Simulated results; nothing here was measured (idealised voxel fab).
Proc. module: voxel air gaps
Displayed cross-section: cut, width of 155 nm, square cells sized 5 nm.
Square cells in a grid make up a cross-section in this document, and the grid is given as bands, listed from the top down, each one or more rows of cells.
Read a band's entry like this: the first values are the height of its top and the height of its bottom in nm, and what follows is the sequence of materials from left to right, each with its width in nm. Note that "blank" is empty space, and that a single material marked "full width" reaches across the band from edge to edge.
Ref level 0: as-received wafer is one material below here. Bottom band extends down with no lower bound ("z 0 and below").
Per-row width for "30..40": begins at first number (top row of band), ends at second number (bottom row), increment between rows held constant.
Reading "no change" for a step: not a cell of the cross-section changed in it.
Any empty space of 8 cells or more lacking an open way to the top shows up in "Non-vented voids" as width x height at distance, distance from the left edge, in nm.
The remark found on a step's line after its settings is issued by the simulator itself and pertains to that step.
If you see "overlay nm" on a step's line and that step has a mask, it's telling you how far right of where it was planned the mask ended up; a negative number means it went left instead.

Here's what the planned process steps look like
1. RECEIVE: material Si
2. CONFORMAL_DEP: material SiO2, thk nm 10
3. CONFORMAL_DEP: material SiCN, thk nm 5
4. DIRECTIONAL_DEP: material lowk, thk nm 30
5. DIRECTIONAL_DEP: material aC, thk nm 10
6. PATTERN: tone open, mask id LINES, material resist, width nm 20, pitch nm 45, thk nm 25, overlay nm 0
7. DIRECTIONAL_ETCH: etch materials aC, depth nm 10
8. STRIP: etch materials resist
9. DIRECTIONAL_ETCH: etch materials lowk, depth nm 30
10. STRIP: etch materials aC
11. CONFORMAL_DEP: material TiN, thk nm 5
12. FILL_DEP: material Cu, thk nm 5
13. CMP: height nm 45
14. EPI: material Ru, thk nm 10
15. SELECTIVE_ETCH: etch materials lowk, depth nm 40
16. CONFORMAL_DEP: material SiCN, thk nm 5
Don't read the plan's thk nm for step 11 as applying to every wafer: that's the first wafer's value, and the wafers differ in it, though they all start identical.

Cut through the first of several wafers as received, post step 1
	z 0 and below | Si full width
	Non-vented voids: none

End of the module, past its last step, step 16: how the first of several wafers looks in cross-section
	z 60 to 55 | blank: 5 | SiCN: 140 | blank: 10
	z 55 to 45 | blank: 5 | SiCN: 5 | Ru: 40 | SiCN: 5 | Ru: 40 | SiCN: 5 | Ru: 40 | SiCN: 5 | blank: 10
	z 45 to 40 | blank: 5 | SiCN: 15 | TiN: 5 | Cu: 10 | TiN: 5 | SiCN: 25 | TiN: 5 | Cu: 10 | TiN: 5 | SiCN: 25 | TiN: 5 | Cu: 10 | TiN: 5 | SiCN: 15 | blank: 10
	z 40 to 20 | blank: 15 | SiCN: 5 | TiN: 5 | Cu: 10 | TiN: 5 | SiCN: 5 | blank: 15 | SiCN: 5 | TiN: 5 | Cu: 10 | TiN: 5 | SiCN: 5 | blank: 15 | SiCN: 5 | TiN: 5 | Cu: 10 | TiN: 5 | SiCN: 5 | blank: 20
	z 20 to 15 | SiCN: 20 | TiN: 20 | SiCN: 25 | TiN: 20 | SiCN: 25 | TiN: 20 | SiCN: 25
	z 15 to 10 | SiCN full width
	z 10 to 0 | SiO2 full width
	z 0 and below | Si full width
	Non-vented voids: 15 x 20 at 45; 15 x 20 at 90

Wafer cross-section (last wafer, module end)
	z 60 to 55 | blank: 5 | SiCN: 140 | blank: 10
	z 55 to 45 | blank: 5 | SiCN: 5 | Ru: 40 | SiCN: 5 | Ru: 40 | SiCN: 5 | Ru: 40 | SiCN: 5 | blank: 10
	z 45 to 40 | blank: 5 | SiCN: 15 | TiN: 20 | SiCN: 25 | TiN: 20 | SiCN: 25 | TiN: 20 | SiCN: 15 | blank: 10
	z 40 to 20 | blank: 15 | SiCN: 5 | TiN: 20 | SiCN: 5 | blank: 15 | SiCN: 5 | TiN: 20 | SiCN: 5 | blank: 15 | SiCN: 5 | TiN: 20 | SiCN: 5 | blank: 20
	z 20 to 15 | SiCN: 20 | TiN: 20 | SiCN: 25 | TiN: 20 | SiCN: 25 | TiN: 20 | SiCN: 25
	z 15 to 10 | SiCN full width
	z 10 to 0 | SiO2 full width
	z 0 and below | Si full width
	Non-vented voids: 15 x 20 at 45; 15 x 20 at 90

The table below has one row for each wafer; a row shows, as of the end of the module, how many cells of each material the wafer has gained, marked (+), or lost, marked (-), since it was received, and then the wafer's closed voids
thk nm 5, +30 Cu, +48 Ru, +126 SiCN, +62 SiO2, +42 TiN, Non-vented voids: 15 x 20 at 45; 15 x 20 at 90
thk nm 10, +48 Ru, +126 SiCN, +62 SiO2, +72 TiN, Non-vented voids: 15 x 20 at 45; 15 x 20 at 90
thk nm 15, +48 Ru, +126 SiCN, +62 SiO2, +72 TiN, Non-vented voids: 15 x 20 at 45; 15 x 20 at 90
thk nm 20, +48 Ru, +126 SiCN, +62 SiO2, +72 TiN, Non-vented voids: 15 x 20 at 45; 15 x 20 at 90
